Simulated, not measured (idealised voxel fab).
Title: Process Module voxel lift off
In the cross-section labelled cut, the width is 285 nm and each square cell is 5 nm.
A cross-section is written here as square cells arranged in a grid, and it is given in bands from the top down, each band taking up one or more rows of cells. Quick guide to a band line: top height, bottom height (nm) up front; then every material left to right with its width in nm. Only one material and it's marked "throughout"? Then it fills the band edge to edge. And "air" just means empty space. Heights from 0 (as-received wafer is one material below). Bottom band endless downward, as "from 0 down". The two numbers in a width such as "30..40" mark its ends across the band: the first belongs to the top row of cells, the second to the bottom row, and from each row to the next the width moves by the same amount. Key: "left unchanged" - step with no changed cell in the cross-section. The label "Sealed void listing" introduces a list of the empty spaces, 8 cells or larger, that have no open way up to the top; each entry in it reads width x height at distance, where the distance is taken from the left edge and all three are stated in nm. What comes after the settings on a step's line is commentary from the simulator itself on that step. overlay nm: on a step with a mask, how far right of its planned place the mask lay; negative means left. In what follows, pairs of cross-sections are presented, each taken before and after one process step, with the after cross-section shown only down to the lowest band that was altered; the step, together with its settings, is stated below the pair. The pairs may stem from different runs of this module on the same starting wafer; accordingly, a pair should be taken as continuing from the one above it solely where its entry headed "Pre-step snapshot" indicates as much.
## Pre-step snapshot
* from 0 down | Si throughout
* Sealed void listing: none
## after
* from 10 to 0 | SiO2 throughout
* At heights below 0, the structure remains unaltered.
* Sealed void listing: none
Process step (between the before and after cross-sections above): CONFORMAL_DEP | material SiO2 | thk nm 10
Pre-step snapshot: taken from the pair above, after panel.
## after
* from 30 to 10 | resist=110 | air=25 | resist=15 | air=25 | resist=110
* At heights below 10, the structure remains unaltered.
* Sealed void listing: none
Process step (between the before and after cross-sections above): PATTERN | tone open | mask id LINES | material resist | width nm 25 | pitch nm 40 | thk nm 20 | overlay nm 0
Pre-step snapshot: taken from the pair above, after panel.
## after
* from 35 to 30 | Ru=110 | air=25 | Ru=15 | air=25 | Ru=110
* from 30 to 15 | resist=110 | air=25 | resist=15 | air=25 | resist=110
* from 15 to 10 | resist=110 | Ru=25 | resist=15 | Ru=25 | resist=110
* At heights below 10, the structure remains unaltered.
* Sealed void listing: none
Process step (between the before and after cross-sections above): DIRECTIONAL_DEP | material Ru | thk nm 5
Pre-step snapshot: taken from the pair above, after panel.
## after
* from 15 to 10 | air=110 | Ru=25 | air=15 | Ru=25 | air=110
* At heights below 10, the structure remains unaltered.
* Sealed void listing: none
Process step (between the before and after cross-sections above): STRIP | etch materials resist
Pre-step snapshot: taken from the pair above, after panel.
## after
* from 25 to 20 | air=100 | SiN=85 | air=100
* from 20 to 15 | SiN throughout
* from 15 to 10 | SiN=110 | Ru=25 | SiN=15 | Ru=25 | SiN=110
* At heights below 10, the structure remains unaltered.
* Sealed void listing: none
Process step (between the before and after cross-sections above): CONFORMAL_DEP | material SiN | thk nm 10
## Pre-step snapshot
* from 0 down | Si throughout
* Sealed void listing: none
## after
* from 5 to 0 | SiO2 throughout
* At heights below 0, the structure remains unaltered.
* Sealed void listing: none
Process step (between the before and after cross-sections above): CONFORMAL_DEP | material SiO2 | thk nm 5
Pre-step snapshot: taken from the pair above, after panel.
## after
* from 25 to 5 | resist=110 | air=25 | resist=15 | air=25 | resist=110
* At heights below 5, the structure remains unaltered.
* Sealed void listing: none
Process step (between the before and after cross-sections above): PATTERN | tone open | mask id LINES | material resist | width nm 25 | pitch nm 40 | thk nm 20 | overlay nm 0
Pre-step snapshot: taken from the pair above, after panel.
## after
* from 30 to 25 | Ru=110 | air=25 | Ru=15 | air=25 | Ru=110
* from 25 to 10 | resist=110 | air=25 | resist=15 | air=25 | resist=110
* from 10 to 5 | resist=110 | Ru=25 | resist=15 | Ru=25 | resist=110
* At heights below 5, the structure remains unaltered.
* Sealed void listing: none
Process step (between the before and after cross-sections above): DIRECTIONAL_DEP | material Ru | thk nm 5
Pre-step snapshot: taken from the pair above, after panel.
## after
* from 10 to 5 | air=110 | Ru=25 | air=15 | Ru=25 | air=110
* At heights below 5, the structure remains unaltered.
* Sealed void listing: none
Process step (between the before and after cross-sections above): STRIP | etch materials resist
Pre-step snapshot: taken from the pair above, after panel.
## after
* from 20 to 15 | air=100 | SiN=85 | air=100
* from 15 to 10 | SiN throughout
* from 10 to 5 | SiN=110 | Ru=25 | SiN=15 | Ru=25 | SiN=110
* At heights below 5, the structure remains unaltered.
* Sealed void listing: none
Process step (between the before and after cross-sections above): CONFORMAL_DEP | material SiN | thk nm 10
## Pre-step snapshot
* from 10 to 0 | SiO2 throughout
* from 0 down | Si throughout
* Sealed void listing: none
## after
* from 30 to 10 | resist=115 | air=15 | resist=25 | air=15 | resist=115
* At heights below 10, the structure remains unaltered.
* Sealed void listing: none
Process step (between the before and after cross-sections above): PATTERN | tone open | mask id LINES | material resist | width nm 15 | pitch nm 40 | thk nm 20 | overlay nm 0
Pre-step snapshot: taken from the pair above, after panel.
## after
* from 35 to 30 | Ru=115 | air=15 | Ru=25 | air=15 | Ru=115
* from 30 to 15 | resist=115 | air=15 | resist=25 | air=15 | resist=115
* from 15 to 10 | resist=115 | Ru=15 | resist=25 | Ru=15 | resist=115
* At heights below 10, the structure remains unaltered.
* Sealed void listing: none
Process step (between the before and after cross-sections above): DIRECTIONAL_DEP | material Ru | thk nm 5
Pre-step snapshot: taken from the pair above, after panel.
## after
* from 15 to 10 | air=115 | Ru=15 | air=25 | Ru=15 | air=115
* At heights below 10, the structure remains unaltered.
* Sealed void listing: none
Process step (between the before and after cross-sections above): STRIP | etch materials resist
Pre-step snapshot: taken from the pair above, after panel.
## after
* from 25 to 20 | air=105 | SiN=35 | air=5 | SiN=35 | air=105
* from 20 to 15 | SiN throughout
* from 15 to 10 | SiN=115 | Ru=15 | SiN=25 | Ru=15 | SiN=115
* At heights below 10, the structure remains unaltered.
* Sealed void listing: none
Process step (between the before and after cross-sections above): CONFORMAL_DEP | material SiN | thk nm 10
## Pre-step snapshot
* from 10 to 0 | SiO2 throughout
* from 0 down | Si throughout
* Sealed void listing: none
## after
* from 30 to 10 | resist=100 | air=25 | resist=15 | air=25 | resist=120
* At heights below 10, the structure remains unaltered.
* Sealed void listing: none
Process step (between the before and after cross-sections above): PATTERN | tone open | mask id LINES | material resist | width nm 25 | pitch nm 40 | thk nm 20 | overlay nm -10
Pre-step snapshot: taken from the pair above, after panel.
## after
* from 35 to 30 | Ru=100 | air=25 | Ru=15 | air=25 | Ru=120
* from 30 to 15 | resist=100 | air=25 | resist=15 | air=25 | resist=120
* from 15 to 10 | resist=100 | Ru=25 | resist=15 | Ru=25 | resist=120
* At heights below 10, the structure remains unaltered.
* Sealed void listing: none
Process step (between the before and after cross-sections above): DIRECTIONAL_DEP | material Ru | thk nm 5
Pre-step snapshot: taken from the pair above, after panel.
## after
* from 15 to 10 | air=100 | Ru=25 | air=15 | Ru=25 | air=120
* At heights below 10, the structure remains unaltered.
* Sealed void listing: none
Process step (between the before and after cross-sections above): STRIP | etch materials resist
Pre-step snapshot: taken from the pair above, after panel.
## after
* from 25 to 20 | air=90 | SiN=85 | air=110
* from 20 to 15 | SiN throughout
* from 15 to 10 | SiN=100 | Ru=25 | SiN=15 | Ru=25 | SiN=120
* At heights below 10, the structure remains unaltered.
* Sealed void listing: none
Process step (between the before and after cross-sections above): CONFORMAL_DEP | material SiN | thk nm 10
## Pre-step snapshot
* from 15 to 10 | air=110 | Ru=25 | air=15 | Ru=25 | air=110
* from 10 to 0 | SiO2 throughout
* from 0 down | Si throughout
* Sealed void listing: none
## after
* from 25 to 20 | air=100 | SiO2=85 | air=100
* from 20 to 15 | SiO2 throughout
* from 15 to 10 | SiO2=110 | Ru=25 | SiO2=15 | Ru=25 | SiO2=110
* At heights below 10, the structure remains unaltered.
* Sealed void listing: none
Process step (between the before and after cross-sections above): CONFORMAL_DEP | material SiO2 | thk nm 10
## Pre-step snapshot
* from 10 to 0 | SiO2 throughout
* from 0 down | Si throughout
* Sealed void listing: none
## after
* from 30 to 10 | air=110 | resist=25 | air=15 | resist=25 | air=110
* At heights below 10, the structure remains unaltered.
* Sealed void listing: none
Process step (between the before and after cross-sections above): PATTERN | tone cover | mask id LINES | material resist | width nm 25 | pitch nm 40 | thk nm 20 | overlay nm 0
Pre-step snapshot: taken from the pair above, after panel.
## after
* from 35 to 30 | air=110 | Ru=25 | air=15 | Ru=25 | air=110
* from 30 to 15 | air=110 | resist=25 | air=15 | resist=25 | air=110
* from 15 to 10 | Ru=110 | resist=25 | Ru=15 | resist=25 | Ru=110
* At heights below 10, the structure remains unaltered.
* Sealed void listing: none
Process step (between the before and after cross-sections above): DIRECTIONAL_DEP | material Ru | thk nm 5
Pre-step snapshot: taken from the pair above, after panel.
## after
* from 15 to 10 | Ru=110 | air=25 | Ru=15 | air=25 | Ru=110
* At heights below 10, the structure remains unaltered.
* Sealed void listing: none
Process step (between the before and after cross-sections above): STRIP | etch materials resist
Pre-step snapshot: taken from the pair above, after panel.
## after
* from 25 to 20 | SiN=120 | air=5 | SiN=35 | air=5 | SiN=120
* from 20 to 15 | SiN throughout
* from 15 to 10 | Ru=110 | SiN=25 | Ru=15 | SiN=25 | Ru=110
* At heights below 10, the structure remains unaltered.
* Sealed void listing: none
Process step (between the before and after cross-sections above): CONFORMAL_DEP | material SiN | thk nm 10
